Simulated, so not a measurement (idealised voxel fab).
process module | voxel transistor to metal
cross-section cut | 200 nm wide | cells 5 nm
A cross-section is a grid of square cells, given in bands from the top down. A band is one or more rows of cells.
Each band's line starts with the height of the band's top and of its bottom, in nm. Then come its materials from left to right, each with its width in nm. One material with "throughout" fills the band from edge to edge. "air" is empty space.
Height 0 is the level under which the wafer as received is all one material. The lowest band goes on downwards, as in "0 down".
A width such as "30 to 40" changes by the same amount from each row of cells to the next, from the band's top row to its bottom row.
"no change" after a step means that no cell of the cross-section changed.
closed voids: empty space of 8 cells or more with no open way to the top, each as width x height at its distance from the left edge, in nm
after a step's settings: what the simulator itself notes on the step
overlay nm, on a step with a mask: how far to the right of its planned place the mask lay; to the left if negative
plan
1 op RECEIVE | material Si
2 op OXIDIZE | depth nm 5
3 op CONFORMAL_DEP | material SiN | thk nm 15
4 op PATTERN | tone cover | mask id ACTIVE | material resist | width nm 125 | thk nm 15 | overlay nm 0
5 op DIRECTIONAL_ETCH | etch materials SiN | depth nm 15
6 op DIRECTIONAL_ETCH | etch materials SiO2 | depth nm 5
7 op DIRECTIONAL_ETCH | etch materials Si | depth nm 25
8 op STRIP | etch materials resist
9 op OXIDIZE | depth nm 5
10 op FILL_DEP | material SiO2 | thk nm 10
11 op CMP | height nm 15
12 op SELECTIVE_ETCH | etch materials SiO2 | depth nm 10
13 op STRIP | etch materials SiN
14 op SELECTIVE_ETCH | etch materials SiO2 | depth nm 5
15 op OXIDIZE | depth nm 5
16 op DIRECTIONAL_DEP | material polySi | thk nm 20
17 op DIRECTIONAL_DEP | material SiCN | thk nm 15
18 op PATTERN | tone cover | mask id GATE | material resist | width nm 35 | thk nm 15 | overlay nm 0
19 op DIRECTIONAL_ETCH | etch materials SiCN | depth nm 25
20 op DIRECTIONAL_ETCH | etch materials polySi | depth nm 30
21 op STRIP | etch materials resist
22 op CONFORMAL_DEP | material SiN | thk nm 10
23 op DIRECTIONAL_ETCH | etch materials SiN | depth nm 10
24 op DIRECTIONAL_ETCH | etch materials SiO2 | depth nm 5
25 op DIRECTIONAL_ETCH | etch materials Si | depth nm 10
26 op EPI | material SiGe | thk nm 10
27 op FILL_DEP | material SiO2 | thk nm 5
28 op CMP | height nm 15
29 op STRIP | etch materials polySi
30 op SELECTIVE_ETCH | etch materials SiO2 | depth nm 5
31 op CONFORMAL_DEP | material HfO2 | thk nm 5
32 op CONFORMAL_DEP | material TiN | thk nm 5
33 op FILL_DEP | material W | thk nm 10
34 op CMP | height nm 10
35 op DIRECTIONAL_DEP | material SiO2 | thk nm 10
36 op MASKED_ETCH | tone open | mask id CONTACT | width nm 15 | pitch nm 90 | etch materials SiO2 | depth nm 30 | overlay nm 0
37 op CONFORMAL_DEP | material TiN | thk nm 5
38 op FILL_DEP | material W | thk nm 10
39 op CMP | height nm 20
40 op CONFORMAL_DEP | material SiN | thk nm 5
41 op DIRECTIONAL_DEP | material SiO2 | thk nm 20
42 op PATTERN | tone open | mask id METAL_1 | material resist | width nm 15 | pitch nm 90 | thk nm 20 | overlay nm 0
43 op DIRECTIONAL_ETCH | etch materials SiO2 | depth nm 20
44 op DIRECTIONAL_ETCH | etch materials SiN | depth nm 5
45 op STRIP | etch materials resist
46 op CONFORMAL_DEP | material TiN | thk nm 5
47 op FILL_DEP | material Cu | thk nm 5
48 op CMP | height nm 45
49 op CONFORMAL_DEP | material SiN | thk nm 5
as received, after step 1
  0 down: Si throughout
  closed voids: none
a wafer at the end: this start, this plan, one mistake
  50 to 45: SiN throughout
  45 to 25: SiO2 45 | TiN 5 | Cu 5 | TiN 5 | SiO2 75 | TiN 5 | Cu 5 | TiN 5 | SiO2 50
  25 to 20: SiN 45 | TiN 15 | SiN 75 | TiN 15 | SiN 50
  20 to 10: SiO2 45 | TiN 5 | W 5 | TiN 5 | SiO2 75 | TiN 5 | W 5 | TiN 5 | SiO2 50
  10 to 0: SiO2 45 | TiN 5 | W 5 | TiN 5 | SiO2 10 | SiN 10 | SiCN 35 | SiN 10 | SiO2 10 | TiN 5 | W 5 | TiN 5 | SiO2 50
  0 to -5: SiO2 30 | SiN 10 | SiO2 5 | TiN 5 | W 5 | TiN 5 | SiGe 10 | SiN 10 | SiCN 35 | SiN 10 | SiGe 10 | TiN 5 | W 5 | TiN 5 | SiO2 5 | SiN 10 | SiO2 35
  -5 to -10: SiO2 45 | TiN 15 | SiGe 10 | SiO2 55 | SiGe 10 | TiN 15 | SiO2 50
  -10 to -20: SiO2 40 | SiGe 30 | Si 55 | SiGe 30 | SiO2 45
  -20 to -35: SiO2 40 | Si 115 | SiO2 45
  -35 down: Si throughout
  closed voids: none
what went wrong: step 16 was left out
